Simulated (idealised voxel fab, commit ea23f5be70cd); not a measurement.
The process module that follows is named voxel wiring stack.
FYI the section here is cut, 260 nm wide, cells are 5 nm squares.
This document writes a cross-section as a grid whose cells are square, and gives it as bands, listed from the top down; one or more rows of cells form a band. Heads up on the band format: heights come first, top then bottom, in nm. After that it's the materials left to right, each with its width in nm. A single material flagged "throughout" fills the whole band edge to edge, and "empty" means there's empty space there. Heights from 0 (as-received wafer is one material below). Bottom band endless downward, as "0 and below". It should be noted that a width expressed as "30 to 40" varies in equal increments from row to row of cells within the band, taking the value of the first number at the top row and that of the second number at the bottom row. A step reported as "no change occurred" is a step in which no cell of the cross-section changed. Look at "Encapsulated voids" for the closed voids: empty spaces with no open path to the top, sized 8 cells or up. Each is width x height at distance, distance from the left edge, all nm. What comes after the settings on a step's line is commentary from the simulator itself on that step. When a step includes a mask, the "overlay nm" setting on its line states how far to the right of its planned place that mask lay, and negative values state how far to the left.
plan
step 1: RECEIVE | material Si
step 2: CONFORMAL_DEP | material SiO2 | thk nm 15
step 3: DIRECTIONAL_DEP | material TiN | thk nm 5
step 4: DIRECTIONAL_DEP | material Ru | thk nm 25
step 5: PATTERN | tone cover | mask id METAL_1 | material resist | width nm 20 | pitch nm 50 | thk nm 20 | overlay nm 0
step 6: DIRECTIONAL_ETCH | etch materials Ru | depth nm 25
step 7: DIRECTIONAL_ETCH | etch materials TiN | depth nm 5
step 8: STRIP | etch materials resist
step 9: FILL_DEP | material lowk | thk nm 10
step 10: CMP | height nm 45
step 11: CONFORMAL_DEP | material SiCN | thk nm 5
step 12: DIRECTIONAL_DEP | material lowk | thk nm 25
step 13: DIRECTIONAL_DEP | material aC | thk nm 15
step 14: PATTERN | tone open | mask id METAL_2_HOLES | material resist | width nm 15 | thk nm 35 | overlay nm 0
step 15: DIRECTIONAL_ETCH | etch materials aC | depth nm 15
step 16: STRIP | etch materials resist
step 17: DIRECTIONAL_ETCH | etch materials lowk | depth nm 25
step 18: STRIP | etch materials aC
step 19: PATTERN | tone open | mask id METAL_2 | material resist | width nm 20 | pitch nm 50 | thk nm 15 | overlay nm 0
step 20: DIRECTIONAL_ETCH | etch materials lowk | depth nm 15
step 21: DIRECTIONAL_ETCH | etch materials SiCN | depth nm 5
step 22: STRIP | etch materials resist
step 23: CONFORMAL_DEP | material TiN | thk nm 5
step 24: FILL_DEP | material Cu | thk nm 5
step 25: CMP | height nm 75
step 26: CONFORMAL_DEP | material SiCN | thk nm 5
step 27: DIRECTIONAL_DEP | material SiO2 | thk nm 30
step 28: DIRECTIONAL_DEP | material aC | thk nm 15
step 29: PATTERN | tone open | mask id METAL_3_HOLES | material resist | width nm 15 | thk nm 35 | overlay nm 0
step 30: DIRECTIONAL_ETCH | etch materials aC | depth nm 15
step 31: STRIP | etch materials resist
step 32: DIRECTIONAL_ETCH | etch materials SiO2 | depth nm 30
step 33: STRIP | etch materials aC
step 34: DIRECTIONAL_DEP | material aC | thk nm 10
step 35: PATTERN | tone open | mask id METAL_3 | material resist | width nm 20 | pitch nm 50 | thk nm 30 | overlay nm 0
step 36: DIRECTIONAL_ETCH | etch materials aC | depth nm 10
step 37: STRIP | etch materials resist
step 38: DIRECTIONAL_ETCH | etch materials SiO2 | depth nm 15
step 39: DIRECTIONAL_ETCH | etch materials SiCN | depth nm 5
step 40: STRIP | etch materials aC
step 41: CONFORMAL_DEP | material TiN | thk nm 5
step 42: FILL_DEP | material Cu | thk nm 10
step 43: CMP | height nm 110
step 44: CONFORMAL_DEP | material SiCN | thk nm 5
step 45: DIRECTIONAL_DEP | material lowk | thk nm 15
step 46: MASKED_ETCH | tone open | mask id PLUG_3 | width nm 15 | etch materials lowk | depth nm 15 | overlay nm 0
step 47: MASKED_ETCH | tone open | mask id PLUG_3 | width nm 15 | etch materials SiCN | depth nm 5 | overlay nm 0
step 48: EPI | material Ru | thk nm 10
step 49: EPI | material Ru | thk nm 10
step 50: DIRECTIONAL_DEP | material TiN | thk nm 5
step 51: DIRECTIONAL_DEP | material Ru | thk nm 15
step 52: DIRECTIONAL_DEP | material aC | thk nm 15
step 53: PATTERN | tone cover | mask id METAL_4 | material resist | width nm 20 | pitch nm 50 | thk nm 35 | overlay nm 0
step 54: DIRECTIONAL_ETCH | etch materials aC | depth nm 15
step 55: STRIP | etch materials resist
step 56: DIRECTIONAL_ETCH | etch materials Ru | depth nm 15
step 57: DIRECTIONAL_ETCH | etch materials TiN | depth nm 5
step 58: STRIP | etch materials aC
step 59: FILL_DEP | material lowk | thk nm 5
step 60: CMP | height nm 150
step 61: CONFORMAL_DEP | material SiN | thk nm 5
The cross-section here shows the wafer as received, i.e. in its state after step 1
* 0 and below: Si throughout
* Encapsulated voids: none
Cross-section, first of two wafers, end of module, run as planned
* 155 down to 150: SiN throughout
* 150 down to 135: lowk 95 nm, Ru 20 nm, lowk 30 nm, Ru 20 nm, lowk 95 nm
* 135 down to 130: lowk 95 nm, TiN 20 nm, lowk 30 nm, TiN 20 nm, lowk 95 nm
* 130 down to 115: lowk 95 nm, Ru 15 nm, lowk 150 nm
* 115 down to 110: SiCN 95 nm, Ru 15 nm, SiCN 150 nm
* 110 down to 100: SiO2 95 nm, TiN 5 nm, Cu 10 nm, TiN 5 nm, SiO2 30 nm, TiN 5 nm, Cu 10 nm, TiN 5 nm, SiO2 95 nm
* 100 down to 95: SiO2 95 nm, TiN 5 nm, Cu 5 nm, TiN 10 nm, SiO2 30 nm, TiN 20 nm, SiO2 95 nm
* 95 down to 80: SiO2 95 nm, TiN 5 nm, Cu 5 nm, TiN 5 nm, SiO2 150 nm
* 80 down to 75: SiCN 95 nm, TiN 15 nm, SiCN 150 nm
* 75 down to 65: lowk 95 nm, TiN 5 nm, Cu 10 nm, TiN 5 nm, lowk 30 nm, TiN 5 nm, Cu 10 nm, TiN 5 nm, lowk 95 nm
* 65 down to 60: lowk 95 nm, TiN 5 nm, Cu 5 nm, TiN 10 nm, lowk 30 nm, TiN 20 nm, lowk 95 nm
* 60 down to 50: lowk 95 nm, TiN 5 nm, Cu 5 nm, TiN 5 nm, lowk 150 nm
* 50 down to 45: SiCN 95 nm, TiN 15 nm, SiCN 150 nm
* 45 down to 20: lowk 95 nm, Ru 20 nm, lowk 30 nm, Ru 20 nm, lowk 95 nm
* 20 down to 15: lowk 95 nm, TiN 20 nm, lowk 30 nm, TiN 20 nm, lowk 95 nm
* 15 down to 0: SiO2 throughout
* 0 and below: Si throughout
* Encapsulated voids: none
Same start, same plan as the first wafer - but one mistake in the run. Cross-section of the second of the two at the end of the module
* 155 down to 150: SiN throughout
* 150 down to 135: lowk 95 nm, Ru 20 nm, lowk 30 nm, Ru 20 nm, lowk 95 nm
* 135 down to 130: lowk 95 nm, TiN 20 nm, lowk 30 nm, TiN 20 nm, lowk 95 nm
* 130 down to 115: lowk 95 nm, Ru 15 nm, lowk 150 nm
* 115 down to 110: SiCN 95 nm, Ru 15 nm, SiCN 150 nm
* 110 down to 100: SiO2 95 nm, TiN 5 nm, Cu 10 nm, TiN 5 nm, SiO2 30 nm, TiN 5 nm, Cu 10 nm, TiN 5 nm, SiO2 95 nm
* 100 down to 95: SiO2 95 nm, TiN 5 nm, Cu 5 nm, TiN 10 nm, SiO2 30 nm, TiN 20 nm, SiO2 95 nm
* 95 down to 80: SiO2 95 nm, TiN 5 nm, Cu 5 nm, TiN 5 nm, SiO2 150 nm
* 80 down to 75: SiCN 95 nm, TiN 15 nm, SiCN 150 nm
* 75 down to 65: lowk 95 nm, TiN 5 nm, Cu 10 nm, TiN 5 nm, lowk 30 nm, TiN 5 nm, Cu 10 nm, TiN 5 nm, lowk 95 nm
* 65 down to 60: lowk 95 nm, TiN 5 nm, Cu 5 nm, TiN 10 nm, lowk 30 nm, TiN 20 nm, lowk 95 nm
* 60 down to 50: lowk 95 nm, TiN 5 nm, Cu 5 nm, TiN 5 nm, lowk 150 nm
* 50 down to 45: SiCN 95 nm, TiN 15 nm, SiCN 150 nm
* 45 down to 40: lowk throughout
* 40 down to 15: lowk 95 nm, Ru 20 nm, lowk 30 nm, Ru 20 nm, lowk 95 nm
* 15 down to 0: SiO2 throughout
* 0 and below: Si throughout
* Encapsulated voids: none
The mistake made against the process plan was this: not run: step 3 of the plan (skipped)
Final cells, second wafer relative to first, materials higher or lower: TiN: 8 fewer | lowk: 8 more
